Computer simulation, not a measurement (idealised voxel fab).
A process module follows: voxel local oxidation.
Shown is cross-section cut, with a width of 300 nm and square cells of size 5 nm.
Think of the cross-section as a grid of square cells. We describe it in bands, top to bottom, and each band covers one or more rows of those cells. Band entry format. Leading values: height of top, height of bottom, nm. Remainder: materials in left-to-right order, each with its width in nm. Special words: "everywhere" on a single material, which then fills the band edge to edge; "blank", empty space. The level at which height equals 0 is the one under which the wafer, as it arrives, is entirely one material. No lower edge exists for the bottom band, which continues downward and is notated as in "0 down". Per-row width for "30..40": begins at first number (top row of band), ends at second number (bottom row), increment between rows held constant. "nothing altered" for a step: no cell of the cross-section changed in that step. "Entrapped voids" lists enclosed empty spaces (at least 8 cells, no open path upward to the top), each as width x height at distance from the left edge, in nm. Note: text after step settings on the step line = simulator remark on that step. If you see "overlay nm" on a step's line and that step has a mask, it's telling you how far right of where it was planned the mask ended up; a negative number means it went left instead.

### Set out below are the planned steps of the process
1. RECEIVE with material Si
2. OXIDIZE with depth nm 5
3. CONFORMAL_DEP with material SiN, thk nm 10
4. MASKED_ETCH with tone cover, mask id ACTIVE, width nm 130, etch materials SiN, depth nm 10, overlay nm 0
5. SELECTIVE_ETCH with etch materials SiO2, depth nm 5
6. OXIDIZE with depth nm 10
7. STRIP with etch materials SiN

### Account of the first of two wafers, which was processed as intended

### Wafer cross-section on receipt, i.e. after step 1
    0 down | Si everywhere
    Entrapped voids: none

### Sectional view: wafer, after step 2
    0 to -5 | SiO2 everywhere
    Rest of section, below -5: as before.

### Sectional view: wafer, after step 3
    10 to 0 | SiN everywhere
    Rest of section, below 0: as before.

### Sectional view: wafer, after step 4
    10 to 0 | blank 85 nm, then SiN 130 nm, then blank 85 nm
    Rest of section, below 0: as before.

### Sectional view: wafer, after step 5
    10 to 0 | blank 85 nm, then SiN 130 nm, then blank 85 nm
    0 to -5 | blank 90 nm, then SiO2 120 nm, then blank 90 nm
    Rest of section, below -5: as before.

### Sectional view: wafer, after step 6
    10 to 0 | blank 85 nm, then SiN 130 nm, then blank 85 nm
    0 to -5 | blank 90 nm, then SiO2 120 nm, then blank 90 nm
    -5 to -15 | SiO2 100 nm, then Si 100 nm, then SiO2 100 nm
    Rest of section, below -15: as before.

### Sectional view: wafer, after step 7
    0 to -5 | blank 90 nm, then SiO2 120 nm, then blank 90 nm
    Rest of section, below -5: as before.

### The remaining wafer, second of the two, started like the first and was run to the same plan, except that one mistake was made along the way; the two coincide through step 3, inclusive

### Cross-section of the second wafer at the time step 4 of the plan should have ended
    10 to 0 | blank 80 nm, then SiN 140 nm, then blank 80 nm
    Rest of section, below 0: as before.

### Cross-section of the second wafer at the time step 5 of the plan should have ended
    10 to 0 | blank 80 nm, then SiN 140 nm, then blank 80 nm
    0 to -5 | blank 85 nm, then SiO2 130 nm, then blank 85 nm
    Rest of section, below -5: as before.

### Cross-section of the second wafer at the time step 6 of the plan should have ended
    10 to 0 | blank 80 nm, then SiN 140 nm, then blank 80 nm
    0 to -5 | blank 85 nm, then SiO2 130 nm, then blank 85 nm
    -5 to -15 | SiO2 95 nm, then Si 110 nm, then SiO2 95 nm
    Rest of section, below -15: as before.

### Cross-section of the second wafer at the time step 7 of the plan should have ended
    0 to -5 | blank 85 nm, then SiO2 130 nm, then blank 85 nm
    Rest of section, below -5: as before.
Nonconformance to the process plan: contrary to plan, step 4 was performed as MASKED_ETCH with tone cover, mask id ACTIVE, width nm 140, etch materials SiN, depth nm 10, overlay nm 0
Per the end-of-run cell counts, the second wafer holds more or fewer of some materials than the first: +4 Si | -2 SiO2
